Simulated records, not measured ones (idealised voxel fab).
This section sets out a process module, namely voxel transistor to metal.
Square cells of 5 nm make up the cross-section cut, whose width is 300 nm.
Cross-section = grid of square cells, listed top down in bands; band = one or more rows. The band entry comprises the height of the band's top followed by the height of its bottom, expressed in nm, and subsequently the band's materials from left to right, each stated together with its width in nm. Where a single material is marked with the word "throughout", that material fills the band from edge to edge. The word "blank" represents empty space. Ref level 0: as-received wafer is one material below here. Bottom band extends down with no lower bound ("0 nm and below"). So if you see something like "30 to 40" for the width, read it as the top row of the band sitting at the first number and the bottom row at the second, with every row in between moving by the same amount as the last. Basically "all unchanged" means that step didn't change any cell in the cross-section. "Cavities, closed" contains a list of empty spaces, each no smaller than 8 cells and without an open way to the top, written in the form width x height at distance with the distance from the left edge and all three in nm. Note: text after step settings on the step line = simulator remark on that step. "overlay nm" answers the question of how far to the right of plan the mask lay on a step that has a mask, and when it is negative the answer is to the left.
Planned step list for the process
1,op RECEIVE | material Si
2,op CONFORMAL_DEP | material SiO2 | thk nm 5
3,op CONFORMAL_DEP | material SiN | thk nm 15
4,op PATTERN | tone cover | mask id ACTIVE | material resist | width nm 100 | pitch nm 125 | thk nm 15 | overlay nm 0
5,op DIRECTIONAL_ETCH | etch materials SiN | depth nm 15
6,op DIRECTIONAL_ETCH | etch materials SiO2 | depth nm 5
7,op DIRECTIONAL_ETCH | etch materials Si | depth nm 20
8,op STRIP | etch materials resist
9,op FILL_DEP | material SiO2 | thk nm 10
10,op CMP | height nm 20
11,op SELECTIVE_ETCH | etch materials SiO2 | depth nm 15
12,op STRIP | etch materials SiN
13,op SELECTIVE_ETCH | etch materials SiO2 | depth nm 5
14,op OXIDIZE | depth nm 5
15,op DIRECTIONAL_DEP | material polySi | thk nm 30
16,op DIRECTIONAL_DEP | material SiCN | thk nm 10
17,op PATTERN | tone cover | mask id GATE | material resist | width nm 20 | pitch nm 125 | thk nm 20 | overlay nm 0
18,op DIRECTIONAL_ETCH | etch materials SiCN | depth nm 20
19,op DIRECTIONAL_ETCH | etch materials polySi | depth nm 40
20,op STRIP | etch materials resist
21,op CONFORMAL_DEP | material SiO2 | thk nm 5
22,op DIRECTIONAL_ETCH | etch materials SiO2 | depth nm 5
23,op CONFORMAL_DEP | material SiN | thk nm 5
24,op DIRECTIONAL_ETCH | etch materials SiN | depth nm 5
25,op DIRECTIONAL_ETCH | etch materials SiO2 | depth nm 5
26,op DIRECTIONAL_ETCH | etch materials Si | depth nm 10
27,op EPI | material pSi | thk nm 15
28,op FILL_DEP | material SiO2 | thk nm 10
29,op CMP | height nm 40
30,op DIRECTIONAL_DEP | material SiO2 | thk nm 10
31,op PATTERN | tone open | mask id CONTACT | material resist | width nm 30 | thk nm 20 | overlay nm 0
32,op DIRECTIONAL_ETCH | etch materials SiO2 | depth nm 50
33,op STRIP | etch materials resist
34,op CONFORMAL_DEP | material TiN | thk nm 5
35,op FILL_DEP | material Ru | thk nm 5
36,op CMP | height nm 50
37,op DIRECTIONAL_DEP | material TiN | thk nm 5
38,op DIRECTIONAL_DEP | material W | thk nm 25
39,op DIRECTIONAL_DEP | material aC | thk nm 10
40,op PATTERN | tone cover | mask id METAL_1 | material resist | width nm 15 | thk nm 30 | overlay nm 0
41,op DIRECTIONAL_ETCH | etch materials aC | depth nm 10
42,op STRIP | etch materials resist
43,op DIRECTIONAL_ETCH | etch materials W | depth nm 25
44,op DIRECTIONAL_ETCH | etch materials TiN | depth nm 5
45,op STRIP | etch materials aC
46,op CONFORMAL_DEP | material SiCN | thk nm 5
47,op FILL_DEP | material SiO2 | thk nm 10
48,op CMP | height nm 80
49,op CONFORMAL_DEP | material SiCN | thk nm 5
So this is the incoming wafer in cross-section - it's already been through step 1
- 0 nm and below  Si throughout
- Cavities, closed: none
End state of the module in cross-section, given the above starting point and plan and one mistake in execution
- 85 nm to 80 nm  SiCN throughout
- 80 nm to 55 nm  35 of SiO2; 5 of SiCN; 15 of W; 5 of SiCN; 50 of SiO2; 5 of SiCN; 15 of W; 5 of SiCN; 25 of SiO2; 5 of SiCN; 15 of W; 5 of SiCN; 50 of SiO2; 5 of SiCN; 15 of W; 5 of SiCN; 40 of SiO2
- 55 nm to 50 nm  40 of SiCN; 15 of TiN; 60 of SiCN; 15 of TiN; 35 of SiCN; 15 of TiN; 60 of SiCN; 15 of TiN; 45 of SiCN
- 50 nm to 40 nm  40 of SiO2; 5 of TiN; 20 of Ru; 5 of TiN; 30 of SiO2; 5 of TiN; 20 of Ru; 5 of TiN; 35 of SiO2; 5 of TiN; 20 of Ru; 5 of TiN; 30 of SiO2; 5 of TiN; 20 of Ru; 5 of TiN; 45 of SiO2
- 40 nm to 35 nm  40 of SiO2; 5 of TiN; 15 of Ru; 10 of TiN; 30 of SiO2; 10 of TiN; 15 of Ru; 5 of TiN; 35 of SiO2; 5 of TiN; 15 of Ru; 10 of TiN; 30 of SiO2; 10 of TiN; 15 of Ru; 5 of TiN; 45 of SiO2
- 35 nm to 30 nm  40 of SiO2; 5 of TiN; 15 of Ru; 5 of TiN; 5 of SiN; 5 of SiO2; 20 of SiCN; 5 of SiO2; 5 of SiN; 5 of TiN; 15 of Ru; 5 of TiN; 35 of SiO2; 5 of TiN; 15 of Ru; 5 of TiN; 5 of SiN; 5 of SiO2; 20 of SiCN; 5 of SiO2; 5 of SiN; 5 of TiN; 15 of Ru; 5 of TiN; 45 of SiO2
- 30 nm to 15 nm  40 of SiO2; 5 of TiN; 15 of Ru; 5 of TiN; 5 of SiN; 5 of SiO2; 20 of polySi; 5 of SiO2; 5 of SiN; 5 of TiN; 15 of Ru; 5 of TiN; 35 of SiO2; 5 of TiN; 15 of Ru; 5 of TiN; 5 of SiN; 5 of SiO2; 20 of polySi; 5 of SiO2; 5 of SiN; 5 of TiN; 15 of Ru; 5 of TiN; 45 of SiO2
- 15 nm to 10 nm  40 of SiO2; 25 of TiN; 5 of SiN; 5 of SiO2; 20 of polySi; 5 of SiO2; 5 of SiN; 25 of TiN; 35 of SiO2; 25 of TiN; 5 of SiN; 5 of SiO2; 20 of polySi; 5 of SiO2; 5 of SiN; 25 of TiN; 45 of SiO2
- 10 nm to 0 nm  40 of SiO2; 10 of TiN; 15 of pSi; 5 of SiN; 5 of SiO2; 20 of polySi; 5 of SiO2; 5 of SiN; 15 of pSi; 10 of TiN; 35 of SiO2; 10 of TiN; 15 of pSi; 5 of SiN; 5 of SiO2; 20 of polySi; 5 of SiO2; 5 of SiN; 15 of pSi; 10 of TiN; 45 of SiO2
- 0 nm to -5 nm  30 of SiO2; 35 of pSi; 40 of SiO2; 35 of pSi; 15 of SiO2; 35 of pSi; 40 of SiO2; 35 of pSi; 35 of SiO2
- -5 nm to -15 nm  35 of SiO2; 30 of pSi; 40 of Si; 30 of pSi; 25 of SiO2; 30 of pSi; 40 of Si; 30 of pSi; 40 of SiO2
- -15 nm to -20 nm  35 of SiO2; 100 of Si; 25 of SiO2; 100 of Si; 40 of SiO2
- -20 nm and below  Si throughout
- Cavities, closed: none
Error vs. plan: for step 16, the planned setting was not used; the step was instead run as op DIRECTIONAL_DEP | material SiCN | thk nm 5
